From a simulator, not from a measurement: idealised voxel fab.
Process module, titled voxel gate over fins
Xsec cut, 285 nm wide, square cell size 5 nm.
Cross-section, as written here: a square-cell grid given band by band from the top down, where a band holds one or more rows of cells.
Band: top and bottom heights (nm) first, top before bottom; then materials from left to right, widths in nm. "all across" marks a sole material filling the band edge to edge. "empty" denotes empty space.
Height 0 is the level under which the wafer as received is all one material. The lowest band goes on downwards, as in "top 0, no bottom".
A two-number width, for instance "30..40", indicates that the width is equal to the first number in the top row of the band and to the second number in the bottom row, and that it changes by a constant amount per row of cells.
Step marked "no modifications"? Then no cell in the cross-section changed in it.
In "Closed cavity list" the enclosed voids are listed, meaning empty spaces of 8 cells or larger without any opening to the top. The form is width x height at distance, distance from the left edge, units nm.
Step line, after settings: the simulator's comment on this step.
overlay nm: where the mask lay relative to plan, measured to the right, on steps with a mask; negatives go left.
The process steps that were planned are listed below:
| 1 | RECEIVE (material Si) |
| 2 | CONFORMAL_DEP (material SiN; thk nm 5) |
| 3 | MASKED_ETCH (tone cover; mask id FINS; width nm 15; pitch nm 60; etch materials SiN; depth nm 5; overlay nm 0) |
| 4 | MASKED_ETCH (tone cover; mask id FINS; width nm 15; pitch nm 60; etch materials Si; depth nm 35; overlay nm 0) |
| 5 | OXIDIZE (depth nm 5) |
| 6 | FILL_DEP (material SiO2; thk nm 5) |
| 7 | CMP (height nm 5) |
| 8 | PATTERN (tone open; mask id RAIL; material resist; width nm 15; thk nm 20; overlay nm 0) |
| 9 | DIRECTIONAL_ETCH (etch materials SiO2; depth nm 35) |
| 10 | STRIP (etch materials resist) |
| 11 | CONFORMAL_DEP (material TiN; thk nm 5) |
| 12 | FILL_DEP (material W; thk nm 10) |
| 13 | CMP (height nm 5) |
| 14 | SELECTIVE_ETCH (etch materials W Ru TiN; depth nm 30) |
| 15 | FILL_DEP (material SiO2; thk nm 5) |
| 16 | CMP (height nm 5) |
| 17 | SELECTIVE_ETCH (etch materials SiO2; depth nm 20) |
| 18 | STRIP (etch materials SiN) |
| 19 | CONFORMAL_DEP (material HfO2; thk nm 5) |
| 20 | CONFORMAL_DEP (material TiN; thk nm 5) |
| 21 | FILL_DEP (material W; thk nm 10) |
| 22 | CMP (height nm 15) |
| 23 | CONFORMAL_DEP (material SiN; thk nm 10) |
The wafers are alike at the start. At step 3, their width nm differs. The plan lists the first wafer's value.
Cut through the first of several wafers as received, post step 1:
top 0, no bottom = Si all across
Closed cavity list: none
End of the module, past its last step, step 23: how the first of several wafers looks in cross-section:
top 25, bottom 15 = SiN all across
top 15, bottom 10 = W all across
top 10, bottom 5 = 40 W  25 TiN  35 W  25 TiN  35 W  25 TiN  35 W  25 TiN  40 W
top 5, bottom 0 = 40 W  5 TiN  15 HfO2  5 TiN  35 W  5 TiN  15 HfO2  5 TiN  35 W  5 TiN  15 HfO2  5 TiN  35 W  5 TiN  15 HfO2  5 TiN  40 W
top 0, bottom -5 = 40 W  5 TiN  5 HfO2  5 Si  5 HfO2  5 TiN  35 W  5 TiN  5 HfO2  5 Si  5 HfO2  5 TiN  35 W  5 TiN  5 HfO2  5 Si  5 HfO2  5 TiN  35 W  5 TiN  5 HfO2  5 Si  5 HfO2  5 TiN  40 W
top -5, bottom -10 = 45 TiN  5 HfO2  5 Si  5 HfO2  45 TiN  5 HfO2  5 Si  5 HfO2  45 TiN  5 HfO2  5 Si  5 HfO2  45 TiN  5 HfO2  5 Si  5 HfO2  45 TiN
top -10, bottom -15 = 50 HfO2  5 Si  55 HfO2  5 Si  55 HfO2  5 Si  55 HfO2  5 Si  50 HfO2
top -15, bottom -25 = 50 SiO2  5 Si  55 SiO2  5 Si  55 SiO2  5 Si  55 SiO2  5 Si  50 SiO2
top -25, bottom -30 = 50 SiO2  5 Si  20 SiO2  15 TiN  20 SiO2  5 Si  55 SiO2  5 Si  55 SiO2  5 Si  50 SiO2
top -30, bottom -40 = 50 SiO2  5 Si  55 SiO2  5 Si  55 SiO2  5 Si  55 SiO2  5 Si  50 SiO2
top -40, no bottom = Si all across
Closed cavity list: none
Cross-section of the final wafer among several, taken at the end of the module:
top 25, bottom 15 = SiN all across
top 15, bottom 10 = W all across
top 10, bottom 5 = 35 W  40 TiN  20 W  40 TiN  20 W  40 TiN  20 W  40 TiN  30 W
top 5, bottom 0 = 35 W  5 TiN  30 HfO2  5 TiN  20 W  5 TiN  30 HfO2  5 TiN  20 W  5 TiN  30 HfO2  5 TiN  20 W  5 TiN  30 HfO2  5 TiN  30 W
top 0, bottom -5 = 35 W  5 TiN  5 HfO2  20 Si  5 HfO2  5 TiN  20 W  5 TiN  5 HfO2  20 Si  5 HfO2  5 TiN  20 W  5 TiN  5 HfO2  20 Si  5 HfO2  5 TiN  20 W  5 TiN  5 HfO2  20 Si  5 HfO2  5 TiN  30 W
top -5, bottom -10 = 40 TiN  5 HfO2  20 Si  5 HfO2  30 TiN  5 HfO2  20 Si  5 HfO2  30 TiN  5 HfO2  20 Si  5 HfO2  30 TiN  5 HfO2  20 Si  5 HfO2  35 TiN
top -10, bottom -15 = 45 HfO2  20 Si  40 HfO2  20 Si  40 HfO2  20 Si  40 HfO2  20 Si  40 HfO2
top -15, bottom -25 = 45 SiO2  20 Si  40 SiO2  20 Si  40 SiO2  20 Si  40 SiO2  20 Si  40 SiO2
top -25, bottom -30 = 45 SiO2  20 Si  10 SiO2  15 TiN  15 SiO2  20 Si  40 SiO2  20 Si  40 SiO2  20 Si  40 SiO2
top -30, bottom -40 = 45 SiO2  20 Si  40 SiO2  20 Si  40 SiO2  20 Si  40 SiO2  20 Si  40 SiO2
top -40, no bottom = Si all across
Closed cavity list: none
Where each wafer stands at the end of the module, a row apiece: cells of each material gained (+) or lost (-) since it was received, then closed voids:
width nm 15; +81 HfO2; -424 Si; +114 SiN; +262 SiO2; +84 TiN; +168 W; Closed cavity list: none
width nm 20; +81 HfO2; -392 Si; +114 SiN; +242 SiO2; +84 TiN; +156 W; Closed cavity list: none
width nm 25; +81 HfO2; -360 Si; +114 SiN; +222 SiO2; +84 TiN; +144 W; Closed cavity list: none
width nm 30; +81 HfO2; -328 Si; +114 SiN; +202 SiO2; +84 TiN; +132 W; Closed cavity list: none
